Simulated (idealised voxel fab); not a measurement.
process module | voxel self aligned vias
cross-section cut | 235 nm wide | cells 5 nm
A cross-section is a grid of square cells, given in bands from the top down. A band is one or more rows of cells.
Each band's line starts with the height of the band's top and of its bottom, in nm. Then come its materials from left to right, each with its width in nm. One material with "throughout" fills the band from edge to edge. "air" is empty space.
Height 0 is the level under which the wafer as received is all one material. The lowest band goes on downwards, as in "0 down".
A width such as "30 to 40" changes by the same amount from each row of cells to the next, from the band's top row to its bottom row.
"no change" after a step means that no cell of the cross-section changed.
closed voids: empty space of 8 cells or more with no open way to the top, each as width x height at its distance from the left edge, in nm
after a step's settings: what the simulator itself notes on the step
overlay nm, on a step with a mask: how far to the right of its planned place the mask lay; to the left if negative
plan
1 op RECEIVE | material Si
2 op CONFORMAL_DEP | material SiO2 | thk nm 15
3 op CONFORMAL_DEP | material SiCN | thk nm 5
4 op DIRECTIONAL_DEP | material lowk | thk nm 30
5 op DIRECTIONAL_DEP | material aC | thk nm 15
6 op PATTERN | tone open | mask id LINES | material resist | width nm 20 | pitch nm 60 | thk nm 35 | overlay nm 0
7 op DIRECTIONAL_ETCH | etch materials aC | depth nm 15
8 op STRIP | etch materials resist
9 op DIRECTIONAL_ETCH | etch materials lowk | depth nm 30
10 op STRIP | etch materials aC
11 op CONFORMAL_DEP | material TiN | thk nm 5
12 op FILL_DEP | material Ru | thk nm 5
13 op CMP | height nm 50
14 op SELECTIVE_ETCH | etch materials W Ru TiN | depth nm 5
15 op FILL_DEP | material SiN | thk nm 5
16 op CMP | height nm 50
17 op DIRECTIONAL_DEP | material lowk | thk nm 20
18 op PATTERN | tone open | mask id VIAS | material resist | width nm 30 | pitch nm 60 | thk nm 15 | overlay nm 0
19 op DIRECTIONAL_ETCH | etch materials lowk | depth nm 20
20 op DIRECTIONAL_ETCH | etch materials SiN | depth nm 5
21 op STRIP | etch materials resist
22 op CONFORMAL_DEP | material TiN | thk nm 5
23 op FILL_DEP | material Cu | thk nm 10
24 op CMP | height nm 70
25 op CONFORMAL_DEP | material SiCN | thk nm 5
as received, after step 1
  0 down: Si throughout
  closed voids: none
a wafer at the end: this start, this plan, one mistake
  75 to 70: SiCN throughout
  70 to 50: lowk 70 | TiN 5 | Cu 20 | TiN 5 | lowk 30 | TiN 5 | Cu 20 | TiN 5 | lowk 75
  50 to 45: SiN 70 | TiN 30 | SiN 30 | TiN 30 | SiN 75
  45 to 20: lowk 75 | TiN 5 | Ru 10 | TiN 5 | lowk 40 | TiN 5 | Ru 10 | TiN 5 | lowk 80
  20 to 15: lowk 75 | TiN 20 | lowk 40 | TiN 20 | lowk 80
  15 to 0: SiO2 throughout
  0 down: Si throughout
  closed voids: none
what went wrong: step 3 was left out
